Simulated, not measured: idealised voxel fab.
Documented hereafter: the process module known as voxel capacitor over wiring.
FYI the section here is cut, 270 nm wide, cells are 5 nm squares.
For the purposes of this document, a cross-section shall be understood as a grid of square cells, specified as bands listed in top-to-bottom order, each band consisting of one or more rows of cells. Per band: top height and bottom height in nm, followed by the left-to-right materials and their widths in nm; "everywhere" marks a single material spanning edge to edge, "empty" marks empty space. Heights from 0 (as-received wafer is one material below). Bottom band endless downward, as "from 0 down". Top row gets the first number, bottom row gets the second, and each row in between changes by the same step: that is how a band width like "30->40" works. For the purposes of this document, the phrase "left unchanged" attached to a step denotes that no cell within the cross-section was modified by that step. For the entry "Enclosed empty spaces", the listed items are empty spaces with no open way to the top whose size is 8 cells or more; each item follows the pattern width x height at distance, where distance is from the left edge and all three are in nm. Anything after a step's settings on that line? It's the simulator's own note about the step. overlay nm: how far to the right of its planned place the mask lay on this masked step (negative: to the left).
**The following list gives the planned process steps**
1) op RECEIVE | material Si
2) op CONFORMAL_DEP | material SiO2 | thk nm 15
3) op CONFORMAL_DEP | material SiCN | thk nm 5
4) op DIRECTIONAL_DEP | material SiO2 | thk nm 15
5) op DIRECTIONAL_DEP | material aC | thk nm 10
6) op PATTERN | tone open | mask id METAL_1 | material resist | width nm 25 | pitch nm 90 | thk nm 25 | overlay nm 0
7) op DIRECTIONAL_ETCH | etch materials aC | depth nm 10
8) op STRIP | etch materials resist
9) op DIRECTIONAL_ETCH | etch materials SiO2 | depth nm 15
10) op DIRECTIONAL_ETCH | etch materials SiCN | depth nm 5
11) op STRIP | etch materials aC
12) op CONFORMAL_DEP | material TiN | thk nm 5
13) op FILL_DEP | material Ru | thk nm 5
14) op CMP | height nm 35
15) op CONFORMAL_DEP | material SiCN | thk nm 5
16) op DIRECTIONAL_DEP | material SiO2 | thk nm 20
17) op MASKED_ETCH | tone open | mask id PLUG_1 | width nm 15 | etch materials SiO2 | depth nm 20 | overlay nm 0
18) op MASKED_ETCH | tone open | mask id PLUG_1 | width nm 15 | etch materials SiCN | depth nm 5 | overlay nm 0
19) op CONFORMAL_DEP | material TiN | thk nm 5
20) op FILL_DEP | material Cu | thk nm 5
21) op CMP | height nm 60
22) op DIRECTIONAL_DEP | material TiN | thk nm 10
23) op DIRECTIONAL_DEP | material HfO2 | thk nm 5
24) op DIRECTIONAL_DEP | material TiN | thk nm 5
25) op DIRECTIONAL_DEP | material aC | thk nm 10
26) op PATTERN | tone cover | mask id UPPER_PLATE | material resist | width nm 70 | thk nm 25 | overlay nm 0
27) op DIRECTIONAL_ETCH | etch materials aC | depth nm 10
28) op STRIP | etch materials resist
29) op DIRECTIONAL_ETCH | etch materials TiN | depth nm 5
30) op DIRECTIONAL_ETCH | etch materials HfO2 | depth nm 5
31) op STRIP | etch materials aC
32) op DIRECTIONAL_DEP | material aC | thk nm 15
33) op PATTERN | tone cover | mask id LOWER_PLATE | material resist | width nm 80 | thk nm 30 | overlay nm 0
34) op DIRECTIONAL_ETCH | etch materials aC | depth nm 15
35) op STRIP | etch materials resist
36) op DIRECTIONAL_ETCH | etch materials TiN | depth nm 10
37) op STRIP | etch materials aC
38) op FILL_DEP | material SiO2 | thk nm 20
39) op CMP | height nm 95
40) op MASKED_ETCH | tone open | mask id PLUG_2 | width nm 15 | etch materials SiO2 | depth nm 15 | overlay nm 0
41) op CONFORMAL_DEP | material TiN | thk nm 5
42) op FILL_DEP | material W | thk nm 5
43) op CMP | height nm 95
44) op CONFORMAL_DEP | material SiCN | thk nm 5
**First out of two wafers; run went to plan**
**Here's what the wafer looked like in cross-section when it arrived - that's after step 1**
- from 0 down | Si everywhere
- Enclosed empty spaces: none
**Cross-section: wafer state after step 2**
- from 15 to 0 | SiO2 everywhere
- Nothing below the height 0 has changed.
**Cross-section: wafer state after step 3**
- from 20 to 15 | SiCN everywhere
- Nothing below the height 15 has changed.
**Cross-section: wafer state after step 4**
- from 35 to 20 | SiO2 everywhere
- Nothing below the height 20 has changed.
**Cross-section: wafer state after step 5**
- from 45 to 35 | aC everywhere
- Nothing below the height 35 has changed.
**Cross-section: wafer state after step 6**
- from 70 to 45 | resist 75 | empty 25 | resist 65 | empty 25 | resist 80
- Nothing below the height 45 has changed.
**Cross-section: wafer state after step 7**
- from 60 to 45 | resist 75 | empty 25 | resist 65 | empty 25 | resist 80
- from 45 to 35 | aC 75 | empty 25 | aC 65 | empty 25 | aC 80
- Nothing below the height 35 has changed.
**Cross-section: wafer state after step 8**
- from 45 to 35 | aC 75 | empty 25 | aC 65 | empty 25 | aC 80
- Nothing below the height 35 has changed.
**Cross-section: wafer state after step 9**
- from 45 to 35 | aC 75 | empty 25 | aC 65 | empty 25 | aC 80
- from 35 to 20 | SiO2 75 | empty 25 | SiO2 65 | empty 25 | SiO2 80
- Nothing below the height 20 has changed.
**Cross-section: wafer state after step 10**
- from 45 to 35 | aC 75 | empty 25 | aC 65 | empty 25 | aC 80
- from 35 to 20 | SiO2 75 | empty 25 | SiO2 65 | empty 25 | SiO2 80
- from 20 to 15 | SiCN 75 | empty 25 | SiCN 65 | empty 25 | SiCN 80
- Nothing below the height 15 has changed.
**Cross-section: wafer state after step 11**
- from 35 to 20 | SiO2 75 | empty 25 | SiO2 65 | empty 25 | SiO2 80
- Nothing below the height 20 has changed.
**Cross-section: wafer state after step 12**
- from 40 to 35 | TiN 80 | empty 15 | TiN 75 | empty 15 | TiN 85
- from 35 to 20 | SiO2 75 | TiN 5 | empty 15 | TiN 5 | SiO2 65 | TiN 5 | empty 15 | TiN 5 | SiO2 80
- from 20 to 15 | SiCN 75 | TiN 25 | SiCN 65 | TiN 25 | SiCN 80
- Nothing below the height 15 has changed.
**Cross-section: wafer state after step 13**
- from 45 to 40 | Ru everywhere
- from 40 to 35 | TiN 80 | Ru 15 | TiN 75 | Ru 15 | TiN 85
- from 35 to 20 | SiO2 75 | TiN 5 | Ru 15 | TiN 5 | SiO2 65 | TiN 5 | Ru 15 | TiN 5 | SiO2 80
- Nothing below the height 20 has changed.
**Cross-section: wafer state after step 14**
- from 35 to 20 | SiO2 75 | TiN 5 | Ru 15 | TiN 5 | SiO2 65 | TiN 5 | Ru 15 | TiN 5 | SiO2 80
- Nothing below the height 20 has changed.
**Cross-section: wafer state after step 15**
- from 40 to 35 | SiCN everywhere
- Nothing below the height 35 has changed.
**Cross-section: wafer state after step 16**
- from 60 to 40 | SiO2 everywhere
- Nothing below the height 40 has changed.
**Cross-section: wafer state after step 17**
- from 60 to 40 | SiO2 85 | empty 15 | SiO2 170
- Nothing below the height 40 has changed.
**Cross-section: wafer state after step 18**
- from 60 to 40 | SiO2 85 | empty 15 | SiO2 170
- from 40 to 35 | SiCN 85 | empty 15 | SiCN 170
- Nothing below the height 35 has changed.
**Cross-section: wafer state after step 19**
- from 65 to 60 | TiN 90 | empty 5 | TiN 175
- from 60 to 40 | SiO2 85 | TiN 5 | empty 5 | TiN 5 | SiO2 170
- from 40 to 35 | SiCN 85 | TiN 15 | SiCN 170
- Nothing below the height 35 has changed.
**Cross-section: wafer state after step 20**
- from 70 to 65 | Cu everywhere
- from 65 to 60 | TiN 90 | Cu 5 | TiN 175
- from 60 to 40 | SiO2 85 | TiN 5 | Cu 5 | TiN 5 | SiO2 170
- Nothing below the height 40 has changed.
**Cross-section: wafer state after step 21**
- from 60 to 40 | SiO2 85 | TiN 5 | Cu 5 | TiN 5 | SiO2 170
- Nothing below the height 40 has changed.
**Cross-section: wafer state after step 22**
- from 70 to 60 | TiN everywhere
- Nothing below the height 60 has changed.
**Cross-section: wafer state after step 23**
- from 75 to 70 | HfO2 everywhere
- Nothing below the height 70 has changed.
**Cross-section: wafer state after step 24**
- from 80 to 75 | TiN everywhere
- Nothing below the height 75 has changed.
**Cross-section: wafer state after step 25**
- from 90 to 80 | aC everywhere
- Nothing below the height 80 has changed.
**Cross-section: wafer state after step 26**
- from 115 to 90 | empty 85 | resist 70 | empty 115
- Nothing below the height 90 has changed.
**Cross-section: wafer state after step 27**
- from 105 to 90 | empty 85 | resist 70 | empty 115
- from 90 to 80 | empty 85 | aC 70 | empty 115
- Nothing below the height 80 has changed.
**Cross-section: wafer state after step 28**
- from 90 to 80 | empty 85 | aC 70 | empty 115
- Nothing below the height 80 has changed.
**Cross-section: wafer state after step 29**
- from 90 to 80 | empty 85 | aC 70 | empty 115
- from 80 to 75 | empty 85 | TiN 70 | empty 115
- Nothing below the height 75 has changed.
**Cross-section: wafer state after step 30**
- from 90 to 80 | empty 85 | aC 70 | empty 115
- from 80 to 75 | empty 85 | TiN 70 | empty 115
- from 75 to 70 | empty 85 | HfO2 70 | empty 115
- Nothing below the height 70 has changed.
**Cross-section: wafer state after step 31**
- from 80 to 75 | empty 85 | TiN 70 | empty 115
- Nothing below the height 75 has changed.
**Cross-section: wafer state after step 32**
- from 95 to 85 | empty 85 | aC 70 | empty 115
- from 85 to 80 | aC everywhere
- from 80 to 75 | aC 85 | TiN 70 | aC 115
- from 75 to 70 | aC 85 | HfO2 70 | aC 115
- Nothing below the height 70 has changed.
**Cross-section: wafer state after step 33**
- from 125 to 95 | empty 80 | resist 80 | empty 110
- from 95 to 85 | empty 80 | resist 5 | aC 70 | resist 5 | empty 110
- Nothing below the height 85 has changed.
**Cross-section: wafer state after step 34**
- from 110 to 95 | empty 80 | resist 80 | empty 110
- from 95 to 85 | empty 80 | resist 5 | aC 70 | resist 5 | empty 110
- from 85 to 80 | empty 80 | aC 80 | empty 110
- from 80 to 75 | empty 80 | aC 5 | TiN 70 | aC 5 | empty 110
- from 75 to 70 | empty 80 | aC 5 | HfO2 70 | aC 5 | empty 110
- Nothing below the height 70 has changed.
**Cross-section: wafer state after step 35**
- from 95 to 85 | empty 85 | aC 70 | empty 115
- Nothing below the height 85 has changed.
**Cross-section: wafer state after step 36**
- from 95 to 85 | empty 85 | aC 70 | empty 115
- from 85 to 80 | empty 80 | aC 80 | empty 110
- from 80 to 75 | empty 80 | aC 5 | TiN 70 | aC 5 | empty 110
- from 75 to 70 | empty 80 | aC 5 | HfO2 70 | aC 5 | empty 110
- from 70 to 60 | empty 80 | TiN 80 | empty 110
- Nothing below the height 60 has changed.
**Cross-section: wafer state after step 37**
- from 80 to 75 | empty 85 | TiN 70 | empty 115
- from 75 to 70 | empty 85 | HfO2 70 | empty 115
- Nothing below the height 70 has changed.
**Cross-section: wafer state after step 38**
- from 100 to 80 | SiO2 everywhere
- from 80 to 75 | SiO2 85 | TiN 70 | SiO2 115
- from 75 to 70 | SiO2 85 | HfO2 70 | SiO2 115
- from 70 to 60 | SiO2 80 | TiN 80 | SiO2 110
- Nothing below the height 60 has changed.
**Cross-section: wafer state after step 39**
- from 95 to 80 | SiO2 everywhere
- Nothing below the height 80 has changed.
**Cross-section: wafer state after step 40**
- from 95 to 80 | SiO2 95 | empty 15 | SiO2 160
- Nothing below the height 80 has changed.
**Cross-section: wafer state after step 41**
- from 100 to 95 | TiN 100 | empty 5 | TiN 165
- from 95 to 85 | SiO2 95 | TiN 5 | empty 5 | TiN 5 | SiO2 160
- from 85 to 75 | SiO2 95->85 | TiN 15->70 | SiO2 160->115
- Nothing below the height 75 has changed.
**Cross-section: wafer state after step 42**
- from 105 to 100 | W everywhere
- from 100 to 95 | TiN 100 | W 5 | TiN 165
- from 95 to 85 | SiO2 95 | TiN 5 | W 5 | TiN 5 | SiO2 160
- Nothing below the height 85 has changed.
**Cross-section: wafer state after step 43**
- from 95 to 85 | SiO2 95 | TiN 5 | W 5 | TiN 5 | SiO2 160
- Nothing below the height 85 has changed.
**Cross-section: wafer state after step 44**
- from 100 to 95 | SiCN everywhere
- Nothing below the height 95 has changed.
**Second wafer. Start and plan as for the first. One mistake made in running. Agrees with the first up to and including step 32**
**Cross-section of the second wafer corresponding to the planned conclusion of step 33**
- from 125 to 95 | empty 85 | resist 80 | empty 105
- from 95 to 85 | empty 85 | aC 70 | resist 10 | empty 105
- Nothing below the height 85 has changed.
**Cross-section of the second wafer corresponding to the planned conclusion of step 34**
- from 110 to 95 | empty 85 | resist 80 | empty 105
- from 95 to 85 | empty 85 | aC 70 | resist 10 | empty 105
- from 85 to 80 | empty 85 | aC 80 | empty 105
- from 80 to 75 | empty 85 | TiN 70 | aC 10 | empty 105
- from 75 to 70 | empty 85 | HfO2 70 | aC 10 | empty 105
- Nothing below the height 70 has changed.
**Cross-section of the second wafer corresponding to the planned conclusion of step 35**
- from 95 to 85 | empty 85 | aC 70 | empty 115
- Nothing below the height 85 has changed.
**Cross-section of the second wafer corresponding to the planned conclusion of step 36**
- from 95 to 85 | empty 85 | aC 70 | empty 115
- from 85 to 80 | empty 85 | aC 80 | empty 105
- from 80 to 75 | empty 85 | TiN 70 | aC 10 | empty 105
- from 75 to 70 | empty 85 | HfO2 70 | aC 10 | empty 105
- from 70 to 60 | empty 85 | TiN 80 | empty 105
- Nothing below the height 60 has changed.
**Cross-section of the second wafer corresponding to the planned conclusion of step 37**
- from 80 to 75 | empty 85 | TiN 70 | empty 115
- from 75 to 70 | empty 85 | HfO2 70 | empty 115
- Nothing below the height 70 has changed.
**Cross-section of the second wafer corresponding to the planned conclusion of step 38**
- from 100 to 80 | SiO2 everywhere
- from 80 to 75 | SiO2 85 | TiN 70 | SiO2 115
- from 75 to 70 | SiO2 85 | HfO2 70 | SiO2 115
- from 70 to 60 | SiO2 85 | TiN 80 | SiO2 105
- Nothing below the height 60 has changed.
**Cross-section of the second wafer corresponding to the planned conclusion of step 39**
- from 95 to 80 | SiO2 everywhere
- Nothing below the height 80 has changed.
**Cross-section of the second wafer corresponding to the planned conclusion of step 40**
- from 95 to 80 | SiO2 95 | empty 15 | SiO2 160
- Nothing below the height 80 has changed.
**Cross-section of the second wafer corresponding to the planned conclusion of step 41**
- from 100 to 95 | TiN 100 | empty 5 | TiN 165
- from 95 to 85 | SiO2 95 | TiN 5 | empty 5 | TiN 5 | SiO2 160
- from 85 to 75 | SiO2 95->85 | TiN 15->70 | SiO2 160->115
- Nothing below the height 75 has changed.
**Cross-section of the second wafer corresponding to the planned conclusion of step 42**
- from 105 to 100 | W everywhere
- from 100 to 95 | TiN 100 | W 5 | TiN 165
- from 95 to 85 | SiO2 95 | TiN 5 | W 5 | TiN 5 | SiO2 160
- Nothing below the height 85 has changed.
**Cross-section of the second wafer corresponding to the planned conclusion of step 43**
- from 95 to 85 | SiO2 95 | TiN 5 | W 5 | TiN 5 | SiO2 160
- Nothing below the height 85 has changed.
**Cross-section of the second wafer corresponding to the planned conclusion of step 44**
- from 100 to 95 | SiCN everywhere
- Nothing below the height 95 has changed.
Where did the run depart from the plan? step 33 was run on a setting that differed from the plan, and what really ran there is op PATTERN | tone cover | mask id LOWER_PLATE | material resist | width nm 80 | thk nm 30 | overlay nm 5
at the end the second wafer has, in cells: as many of each material as the first, in other places
